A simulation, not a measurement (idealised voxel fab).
The following is a process module called voxel capacitor over wiring.
The figure presents cross-section cut, which has a width of 180 nm and is divided into square cells with an edge length of 5 nm.
Heads up, the way a cross-section reads in here is a grid of square cells, handed over as bands from the top down, with every band being one or more rows of cells.
First you get the band's top height and its bottom height, in nm, and then the materials it's made of, left to right, with each width in nm. If you see a single material with "all across", that one covers the band edge to edge. "blank" is empty space.
Height is counted from the level 0, under which the received wafer is composed throughout of one material. The lowest of the bands is not closed at the bottom but continues downward, in the notation "0 down".
When a width is written as two numbers, as in "30->40", the first number is the width in the top row of cells of the band and the second is the width in its bottom row, and the width changes by the same amount from each row to the next.
Where the words "left unchanged" appear for a step, the cross-section shows no cell changed by that step; every cell remained as before.
Look at "closed voids" for the closed voids: empty spaces with no open path to the top, sized 8 cells or up. Each is width x height at distance, distance from the left edge, all nm.
after a step's settings: what the simulator itself notes on the step
"overlay nm" denotes, for a step that has a mask, the displacement of the mask to the right of its planned place, with negative values corresponding to the left.

The process steps that were planned are listed below
1: RECEIVE [material Si]
2: CONFORMAL_DEP [material SiO2] [thk nm 15]
3: CONFORMAL_DEP [material SiN] [thk nm 5]
4: DIRECTIONAL_DEP [material lowk] [thk nm 15]
5: PATTERN [tone open] [mask id METAL_1] [material resist] [width nm 30] [pitch nm 85] [thk nm 20] [overlay nm 0]
6: DIRECTIONAL_ETCH [etch materials lowk] [depth nm 15]
7: DIRECTIONAL_ETCH [etch materials SiN] [depth nm 5]
8: STRIP [etch materials resist]
9: CONFORMAL_DEP [material TiN] [thk nm 5]
10: FILL_DEP [material Ru] [thk nm 10]
11: CMP [height nm 35]
12: CONFORMAL_DEP [material SiCN] [thk nm 5]
13: DIRECTIONAL_DEP [material lowk] [thk nm 15]
14: DIRECTIONAL_DEP [material aC] [thk nm 10]
15: PATTERN [tone open] [mask id PLUG_1] [material resist] [width nm 15] [thk nm 25] [overlay nm 0]
16: DIRECTIONAL_ETCH [etch materials aC] [depth nm 10]
17: STRIP [etch materials resist]
18: DIRECTIONAL_ETCH [etch materials lowk] [depth nm 15]
19: DIRECTIONAL_ETCH [etch materials SiCN] [depth nm 5]
20: STRIP [etch materials aC]
21: CONFORMAL_DEP [material TiN] [thk nm 5]
22: FILL_DEP [material W] [thk nm 10]
23: CMP [height nm 55]
24: DIRECTIONAL_DEP [material TiN] [thk nm 5]
25: DIRECTIONAL_DEP [material Al2O3] [thk nm 5]
26: DIRECTIONAL_DEP [material TiN] [thk nm 10]
27: PATTERN [tone cover] [mask id UPPER_PLATE] [material resist] [width nm 60] [thk nm 15] [overlay nm 0]
28: DIRECTIONAL_ETCH [etch materials TiN] [depth nm 10]
29: DIRECTIONAL_ETCH [etch materials Al2O3] [depth nm 5]
30: STRIP [etch materials resist]
31: MASKED_ETCH [tone cover] [mask id LOWER_PLATE] [width nm 70] [etch materials TiN] [depth nm 5] [overlay nm 0]
32: FILL_DEP [material SiO2] [thk nm 20]
33: CMP [height nm 90]
34: MASKED_ETCH [tone open] [mask id PLUG_2] [width nm 15] [etch materials SiO2] [depth nm 15] [overlay nm 0]
35: CONFORMAL_DEP [material TiN] [thk nm 5]
36: FILL_DEP [material W] [thk nm 10]
37: CMP [height nm 90]
38: CONFORMAL_DEP [material SiN] [thk nm 5]

So, the first of our two wafers, run just as we planned it

As received (post step 1): cross-section
> 0 down: Si all across
> closed voids: none

The following cross-section depicts the wafer upon completion of step 2
> 15 to 0: SiO2 all across
> At heights below 0, the structure remains unaltered.

The following cross-section depicts the wafer upon completion of step 3
> 20 to 15: SiN all across
> At heights below 15, the structure remains unaltered.

The following cross-section depicts the wafer upon completion of step 4
> 35 to 20: lowk all across
> At heights below 20, the structure remains unaltered.

The following cross-section depicts the wafer upon completion of step 5
> 55 to 35: 30 resist / 30 blank / 55 resist / 30 blank / 35 resist
> At heights below 35, the structure remains unaltered.

The following cross-section depicts the wafer upon completion of step 6
> 55 to 35: 30 resist / 30 blank / 55 resist / 30 blank / 35 resist
> 35 to 20: 30 lowk / 30 blank / 55 lowk / 30 blank / 35 lowk
> At heights below 20, the structure remains unaltered.

The following cross-section depicts the wafer upon completion of step 7
> 55 to 35: 30 resist / 30 blank / 55 resist / 30 blank / 35 resist
> 35 to 20: 30 lowk / 30 blank / 55 lowk / 30 blank / 35 lowk
> 20 to 15: 30 SiN / 30 blank / 55 SiN / 30 blank / 35 SiN
> At heights below 15, the structure remains unaltered.

The following cross-section depicts the wafer upon completion of step 8
> 35 to 20: 30 lowk / 30 blank / 55 lowk / 30 blank / 35 lowk
> At heights below 20, the structure remains unaltered.

The following cross-section depicts the wafer upon completion of step 9
> 40 to 35: 35 TiN / 20 blank / 65 TiN / 20 blank / 40 TiN
> 35 to 20: 30 lowk / 5 TiN / 20 blank / 5 TiN / 55 lowk / 5 TiN / 20 blank / 5 TiN / 35 lowk
> 20 to 15: 30 SiN / 30 TiN / 55 SiN / 30 TiN / 35 SiN
> At heights below 15, the structure remains unaltered.

The following cross-section depicts the wafer upon completion of step 10
> 50 to 40: Ru all across
> 40 to 35: 35 TiN / 20 Ru / 65 TiN / 20 Ru / 40 TiN
> 35 to 20: 30 lowk / 5 TiN / 20 Ru / 5 TiN / 55 lowk / 5 TiN / 20 Ru / 5 TiN / 35 lowk
> At heights below 20, the structure remains unaltered.

The following cross-section depicts the wafer upon completion of step 11
> 35 to 20: 30 lowk / 5 TiN / 20 Ru / 5 TiN / 55 lowk / 5 TiN / 20 Ru / 5 TiN / 35 lowk
> At heights below 20, the structure remains unaltered.

The following cross-section depicts the wafer upon completion of step 12
> 40 to 35: SiCN all across
> At heights below 35, the structure remains unaltered.

The following cross-section depicts the wafer upon completion of step 13
> 55 to 40: lowk all across
> At heights below 40, the structure remains unaltered.

The following cross-section depicts the wafer upon completion of step 14
> 65 to 55: aC all across
> At heights below 55, the structure remains unaltered.

The following cross-section depicts the wafer upon completion of step 15
> 90 to 65: 45 resist / 15 blank / 120 resist
> At heights below 65, the structure remains unaltered.

The following cross-section depicts the wafer upon completion of step 16
> 80 to 65: 45 resist / 15 blank / 120 resist
> 65 to 55: 45 aC / 15 blank / 120 aC
> At heights below 55, the structure remains unaltered.

The following cross-section depicts the wafer upon completion of step 17
> 65 to 55: 45 aC / 15 blank / 120 aC
> At heights below 55, the structure remains unaltered.

The following cross-section depicts the wafer upon completion of step 18
> 65 to 55: 45 aC / 15 blank / 120 aC
> 55 to 40: 45 lowk / 15 blank / 120 lowk
> At heights below 40, the structure remains unaltered.

The following cross-section depicts the wafer upon completion of step 19
> 65 to 55: 45 aC / 15 blank / 120 aC
> 55 to 40: 45 lowk / 15 blank / 120 lowk
> 40 to 35: 45 SiCN / 15 blank / 120 SiCN
> At heights below 35, the structure remains unaltered.

The following cross-section depicts the wafer upon completion of step 20
> 55 to 40: 45 lowk / 15 blank / 120 lowk
> At heights below 40, the structure remains unaltered.

The following cross-section depicts the wafer upon completion of step 21
> 60 to 55: 50 TiN / 5 blank / 125 TiN
> 55 to 40: 45 lowk / 5 TiN / 5 blank / 5 TiN / 120 lowk
> 40 to 35: 45 SiCN / 15 TiN / 120 SiCN
> At heights below 35, the structure remains unaltered.

The following cross-section depicts the wafer upon completion of step 22
> 70 to 60: W all across
> 60 to 55: 50 TiN / 5 W / 125 TiN
> 55 to 40: 45 lowk / 5 TiN / 5 W / 5 TiN / 120 lowk
> At heights below 40, the structure remains unaltered.

The following cross-section depicts the wafer upon completion of step 23
> 55 to 40: 45 lowk / 5 TiN / 5 W / 5 TiN / 120 lowk
> At heights below 40, the structure remains unaltered.

The following cross-section depicts the wafer upon completion of step 24
> 60 to 55: TiN all across
> At heights below 55, the structure remains unaltered.

The following cross-section depicts the wafer upon completion of step 25
> 65 to 60: Al2O3 all across
> At heights below 60, the structure remains unaltered.

The following cross-section depicts the wafer upon completion of step 26
> 75 to 65: TiN all across
> At heights below 65, the structure remains unaltered.

The following cross-section depicts the wafer upon completion of step 27
> 90 to 75: 45 blank / 60 resist / 75 blank
> At heights below 75, the structure remains unaltered.

The following cross-section depicts the wafer upon completion of step 28
> 90 to 75: 45 blank / 60 resist / 75 blank
> 75 to 65: 45 blank / 60 TiN / 75 blank
> At heights below 65, the structure remains unaltered.

The following cross-section depicts the wafer upon completion of step 29
> 90 to 75: 45 blank / 60 resist / 75 blank
> 75 to 65: 45 blank / 60 TiN / 75 blank
> 65 to 60: 45 blank / 60 Al2O3 / 75 blank
> At heights below 60, the structure remains unaltered.

The following cross-section depicts the wafer upon completion of step 30
> 75 to 65: 45 blank / 60 TiN / 75 blank
> At heights below 65, the structure remains unaltered.

The following cross-section depicts the wafer upon completion of step 31
> 75 to 65: 45 blank / 60 TiN / 75 blank
> 65 to 60: 45 blank / 60 Al2O3 / 75 blank
> 60 to 55: 40 blank / 70 TiN / 70 blank
> At heights below 55, the structure remains unaltered.

The following cross-section depicts the wafer upon completion of step 32
> 95 to 75: SiO2 all across
> 75 to 65: 45 SiO2 / 60 TiN / 75 SiO2
> 65 to 60: 45 SiO2 / 60 Al2O3 / 75 SiO2
> 60 to 55: 40 SiO2 / 70 TiN / 70 SiO2
> At heights below 55, the structure remains unaltered.

The following cross-section depicts the wafer upon completion of step 33
> 90 to 75: SiO2 all across
> At heights below 75, the structure remains unaltered.

The following cross-section depicts the wafer upon completion of step 34
> 90 to 75: 55 SiO2 / 15 blank / 110 SiO2
> At heights below 75, the structure remains unaltered.

The following cross-section depicts the wafer upon completion of step 35
> 95 to 90: 60 TiN / 5 blank / 115 TiN
> 90 to 80: 55 SiO2 / 5 TiN / 5 blank / 5 TiN / 110 SiO2
> 80 to 75: 55 SiO2 / 15 TiN / 110 SiO2
> At heights below 75, the structure remains unaltered.

The following cross-section depicts the wafer upon completion of step 36
> 105 to 95: W all across
> 95 to 90: 60 TiN / 5 W / 115 TiN
> 90 to 80: 55 SiO2 / 5 TiN / 5 W / 5 TiN / 110 SiO2
> At heights below 80, the structure remains unaltered.

The following cross-section depicts the wafer upon completion of step 37
> 90 to 80: 55 SiO2 / 5 TiN / 5 W / 5 TiN / 110 SiO2
> At heights below 80, the structure remains unaltered.

The following cross-section depicts the wafer upon completion of step 38
> 95 to 90: SiN all across
> At heights below 90, the structure remains unaltered.

Wafer two of two - same starting point, same process plan, one mistake in execution; matches wafer one up to and including step 36

Cross-section of the second wafer at the time step 37 of the plan should have ended: left unchanged

Cross-section of the second wafer at the time step 38 of the plan should have ended
> 110 to 105: SiN all across
> At heights below 105, the structure remains unaltered.
In executing the process, a mistake was made relative to the plan: step 37 was left out
At the finish, the second wafer shows more or fewer cells for some materials than the first does: +35 TiN, +73 W
